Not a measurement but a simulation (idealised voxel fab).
Name of the process module below: voxel self aligned contacts
The cross-section shown here is cut; it is 205 nm wide and divided into square cells measuring 5 nm on a side.
Cross-section format: a grid of square cells, given as bands from top to bottom; each band is one or more rows of cells.
The band entry comprises the height of the band's top followed by the height of its bottom, expressed in nm, and subsequently the band's materials from left to right, each stated together with its width in nm. Where a single material is marked with the word "edge to edge", that material fills the band from edge to edge. The word "blank" represents empty space.
Heights are reckoned from 0. Under this level, the received wafer is all of one material. The bottommost band is open-ended downward, for example "z 0 and below".
Quick explanation for "30->40": the width changes in equal steps down the rows of cells, from the first number in the band's top row to the second number in its bottom row.
Reading "no modifications" for a step: not a cell of the cross-section changed in it.
Reported under the label "Closed cavities" are the empty spaces having no open way to the top and comprising 8 cells or more; the notation for each is width x height at distance, in which the distance is measured from the left edge and all three values are in nm.
On each step's line, the part that comes after the settings is the simulator's own comment on the step.
"overlay nm" answers the question of how far to the right of plan the mask lay on a step that has a mask, and when it is negative the answer is to the left.

Here's what the planned process steps look like
1,RECEIVE, material Si
2,CONFORMAL_DEP, material SiO2, thk nm 5
3,DIRECTIONAL_DEP, material polySi, thk nm 25
4,DIRECTIONAL_DEP, material SiN, thk nm 20
5,PATTERN, tone cover, mask id GATE, material resist, width nm 25, pitch nm 50, thk nm 15, overlay nm 0
6,DIRECTIONAL_ETCH, etch materials SiN, depth nm 20
7,DIRECTIONAL_ETCH, etch materials polySi, depth nm 25
8,STRIP, etch materials resist
9,CONFORMAL_DEP, material SiN, thk nm 5
10,DIRECTIONAL_ETCH, etch materials SiN, depth nm 5
11,FILL_DEP, material SiO2, thk nm 20
12,CMP, height nm 60
13,DIRECTIONAL_DEP, material aC, thk nm 15
14,PATTERN, tone open, mask id CONTACT, material resist, width nm 35, pitch nm 50, thk nm 30, overlay nm 0
15,DIRECTIONAL_ETCH, etch materials aC, depth nm 15
16,STRIP, etch materials resist
17,DIRECTIONAL_ETCH, etch materials SiO2, depth nm 60
18,STRIP, etch materials aC
19,CONFORMAL_DEP, material TiN, thk nm 5
20,FILL_DEP, material W, thk nm 5
21,CMP, height nm 50
22,CONFORMAL_DEP, material SiN, thk nm 5
The wafers in this document start out alike and differ in the height nm applied at step 21; the plan shows the value used for the first wafer.

Incoming state of the first of several wafers in cross-section: after step 1
  z 0 and below | Si edge to edge
  Closed cavities: none

Gained (+) or lost (-) cells of each material since receipt, then closed voids: one row per wafer, at the end of the module
height nm 50 | +155 SiN | +161 SiO2 | +42 TiN | +18 W | +75 polySi | Closed cavities: none
height nm 55 | +155 SiN | +188 SiO2 | +54 TiN | +20 W | +75 polySi | Closed cavities: none
height nm 60 | +155 SiN | +215 SiO2 | +58 TiN | +30 W | +75 polySi | Closed cavities: none
height nm 65 | +155 SiN | +215 SiO2 | +89 TiN | +40 W | +75 polySi | Closed cavities: none
height nm 70 | +155 SiN | +215 SiO2 | +89 TiN | +81 W | +75 polySi | Closed cavities: none
